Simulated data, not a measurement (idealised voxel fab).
Presented below is a process module, voxel capacitor over wiring.
FYI the section here is cut, 160 nm wide, cells are 5 nm squares.
How to read a cross-section here: the picture is a grid of square cells, written as bands going from the top down, and any band can span one or more rows of cells.
Read a band's entry like this: the first values are the height of its top and the height of its bottom in nm, and what follows is the sequence of materials from left to right, each with its width in nm. Note that "blank" is empty space, and that a single material marked "throughout" reaches across the band from edge to edge.
Ref level 0: as-received wafer is one material below here. Bottom band extends down with no lower bound ("from 0 down").
Read "30->40" as a graded width: first number on top, second number at the bottom, same change between each pair of neighbouring rows.
Step marked "everything unchanged"? Then no cell in the cross-section changed in it.
You'll see "Unvented cavities" listing empty spaces that have no way open to the top, as long as they're 8 cells or more; the notation is width x height at distance, where the distance is from the left edge, and all of it is in nm.
after a step's settings: what the simulator itself notes on the step
"overlay nm" on a masked step: distance the mask lay right of its planned place, negative for left.
## Steps planned for the process
1 RECEIVE | material Si
2 CONFORMAL_DEP | material SiO2 | thk nm 10
3 DIRECTIONAL_DEP | material TiN | thk nm 5
4 DIRECTIONAL_DEP | material Ru | thk nm 15
5 MASKED_ETCH | tone cover | mask id METAL_1 | width nm 20 | pitch nm 90 | etch materials Ru | depth nm 15 | overlay nm 0
6 MASKED_ETCH | tone cover | mask id METAL_1 | width nm 20 | pitch nm 90 | etch materials TiN | depth nm 5 | overlay nm 0
7 CONFORMAL_DEP | material SiN | thk nm 5
8 FILL_DEP | material lowk | thk nm 5
9 CMP | height nm 30
10 CONFORMAL_DEP | material SiCN | thk nm 5
11 DIRECTIONAL_DEP | material lowk | thk nm 20
12 DIRECTIONAL_DEP | material aC | thk nm 10
13 PATTERN | tone open | mask id PLUG_1 | material resist | width nm 15 | thk nm 25 | overlay nm 0
14 DIRECTIONAL_ETCH | etch materials aC | depth nm 10
15 STRIP | etch materials resist
16 DIRECTIONAL_ETCH | etch materials lowk | depth nm 20
17 DIRECTIONAL_ETCH | etch materials SiCN | depth nm 5
18 STRIP | etch materials aC
19 EPI | material Ru | thk nm 10
20 EPI | material Ru | thk nm 10
21 EPI | material Ru | thk nm 5
22 DIRECTIONAL_DEP | material TiN | thk nm 10
23 DIRECTIONAL_DEP | material Al2O3 | thk nm 5
24 DIRECTIONAL_DEP | material TiN | thk nm 10
25 MASKED_ETCH | tone cover | mask id UPPER_PLATE | width nm 75 | etch materials TiN | depth nm 10 | overlay nm 0
26 MASKED_ETCH | tone cover | mask id UPPER_PLATE | width nm 75 | etch materials Al2O3 | depth nm 5 | overlay nm 0
27 DIRECTIONAL_DEP | material aC | thk nm 15
28 PATTERN | tone cover | mask id LOWER_PLATE | material resist | width nm 85 | thk nm 35 | overlay nm 0
29 DIRECTIONAL_ETCH | etch materials aC | depth nm 15
30 STRIP | etch materials resist
31 DIRECTIONAL_ETCH | etch materials TiN | depth nm 10
32 STRIP | etch materials aC
33 FILL_DEP | material SiO2 | thk nm 20
34 CMP | height nm 95
35 PATTERN | tone open | mask id PLUG_2 | material resist | width nm 15 | thk nm 20 | overlay nm 0
36 DIRECTIONAL_ETCH | etch materials SiO2 | depth nm 15
37 STRIP | etch materials resist
38 CONFORMAL_DEP | material TiN | thk nm 5
39 FILL_DEP | material Cu | thk nm 5
40 CMP | height nm 95
41 CONFORMAL_DEP | material SiCN | thk nm 5
## Wafer at receipt (post step 1), cross-section
	from 0 down = Si throughout
	Unvented cavities: none
## Cross-sectional result after module completion. Note: starting condition and plan are unchanged from above; one processing mistake was made
	from 100 to 95 = SiCN throughout
	from 95 to 85 = 40 of SiO2  5 of TiN  5 of Cu  5 of TiN  105 of SiO2
	from 85 to 80 = 40 of SiO2  15 of TiN  105 of SiO2
	from 80 to 70 = 45 of SiO2  60 of TiN  55 of SiO2
	from 70 to 65 = 45 of SiO2  60 of Al2O3  55 of SiO2
	from 65 to 55 = 25 of SiO2  85 of TiN  50 of SiO2
	from 55 to 50 = 30 of lowk  15 of Al2O3  115 of lowk
	from 50 to 40 = 30 of lowk  15 of TiN  115 of lowk
	from 40 to 35 = lowk throughout
	from 35 to 30 = SiCN throughout
	from 30 to 15 = 20 of lowk  5 of SiN  20 of Ru  5 of SiN  60 of lowk  5 of SiN  20 of Ru  5 of SiN  20 of lowk
	from 15 to 10 = 25 of SiN  20 of TiN  70 of SiN  20 of TiN  25 of SiN
	from 10 to 0 = SiO2 throughout
	from 0 down = Si throughout
	Unvented cavities: none
Error vs. plan: step 16 ran differently from the plan; actual operation with settings: DIRECTIONAL_ETCH | etch materials lowk | depth nm 15
